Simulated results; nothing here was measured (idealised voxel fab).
process module | voxel self aligned vias
cross-section cut | 180 nm wide | cells 5 nm
A cross-section is a grid of square cells, given in bands from the top down. A band is one or more rows of cells.
Each band's line starts with the height of the band's top and of its bottom, in nm. Then come its materials from left to right, each with its width in nm. One material with "throughout" fills the band from edge to edge. "air" is empty space.
Height 0 is the level under which the wafer as received is all one material. The lowest band goes on downwards, as in "0 down".
A width such as "30 to 40" changes by the same amount from each row of cells to the next, from the band's top row to its bottom row.
"no change" after a step means that no cell of the cross-section changed.
closed voids: empty space of 8 cells or more with no open way to the top, each as width x height at its distance from the left edge, in nm
after a step's settings: what the simulator itself notes on the step
overlay nm, on a step with a mask: how far to the right of its planned place the mask lay; to the left if negative
plan
1 op RECEIVE | material Si
2 op CONFORMAL_DEP | material SiO2 | thk nm 15
3 op CONFORMAL_DEP | material SiCN | thk nm 5
4 op DIRECTIONAL_DEP | material SiO2 | thk nm 25
5 op PATTERN | tone open | mask id LINES | material resist | width nm 20 | pitch nm 70 | thk nm 20 | overlay nm 0
6 op DIRECTIONAL_ETCH | etch materials SiO2 | depth nm 25
7 op STRIP | etch materials resist
8 op CONFORMAL_DEP | material TiN | thk nm 5
9 op FILL_DEP | material Ru | thk nm 5
10 op CMP | height nm 45
11 op SELECTIVE_ETCH | etch materials W Ru TiN | depth nm 5
12 op FILL_DEP | material SiN | thk nm 5
13 op CMP | height nm 45
14 op DIRECTIONAL_DEP | material SiO2 | thk nm 15
15 op PATTERN | tone open | mask id VIAS | material resist | width nm 40 | pitch nm 70 | thk nm 20 | overlay nm 0
16 op DIRECTIONAL_ETCH | etch materials SiO2 | depth nm 15
17 op DIRECTIONAL_ETCH | etch materials SiN | depth nm 5
18 op STRIP | etch materials resist
19 op CONFORMAL_DEP | material TiN | thk nm 5
20 op FILL_DEP | material Cu | thk nm 10
21 op CMP | height nm 60
22 op CONFORMAL_DEP | material SiN | thk nm 5
as received, after step 1
  0 down: Si throughout
  closed voids: none
first wafer at the end, as planned
  65 to 60: SiN throughout
  60 to 50: SiO2 35 | TiN 5 | Cu 30 | TiN 5 | SiO2 30 | TiN 5 | Cu 30 | TiN 5 | SiO2 35
  50 to 45: SiO2 35 | TiN 15 | Cu 10 | TiN 15 | SiO2 30 | TiN 15 | Cu 10 | TiN 15 | SiO2 35
  45 to 40: SiO2 45 | TiN 20 | SiO2 50 | TiN 20 | SiO2 45
  40 to 25: SiO2 45 | TiN 5 | Ru 10 | TiN 5 | SiO2 50 | TiN 5 | Ru 10 | TiN 5 | SiO2 45
  25 to 20: SiO2 45 | TiN 20 | SiO2 50 | TiN 20 | SiO2 45
  20 to 15: SiCN throughout
  15 to 0: SiO2 throughout
  0 down: Si throughout
  closed voids: none
second wafer at the end: like start, like plan, one mistake
  80 to 75: SiN throughout
  75 to 65: Cu throughout
  65 to 60: TiN 40 | Cu 30 | TiN 40 | Cu 30 | TiN 40
  60 to 50: SiO2 35 | TiN 5 | Cu 30 | TiN 5 | SiO2 30 | TiN 5 | Cu 30 | TiN 5 | SiO2 35
  50 to 45: SiO2 35 | TiN 15 | Cu 10 | TiN 15 | SiO2 30 | TiN 15 | Cu 10 | TiN 15 | SiO2 35
  45 to 40: SiO2 45 | TiN 20 | SiO2 50 | TiN 20 | SiO2 45
  40 to 25: SiO2 45 | TiN 5 | Ru 10 | TiN 5 | SiO2 50 | TiN 5 | Ru 10 | TiN 5 | SiO2 45
  25 to 20: SiO2 45 | TiN 20 | SiO2 50 | TiN 20 | SiO2 45
  20 to 15: SiCN throughout
  15 to 0: SiO2 throughout
  0 down: Si throughout
  closed voids: none
what went wrong: step 21 was left out
at the end the second wafer has, in cells: 84 more of Cu | 24 more of TiN
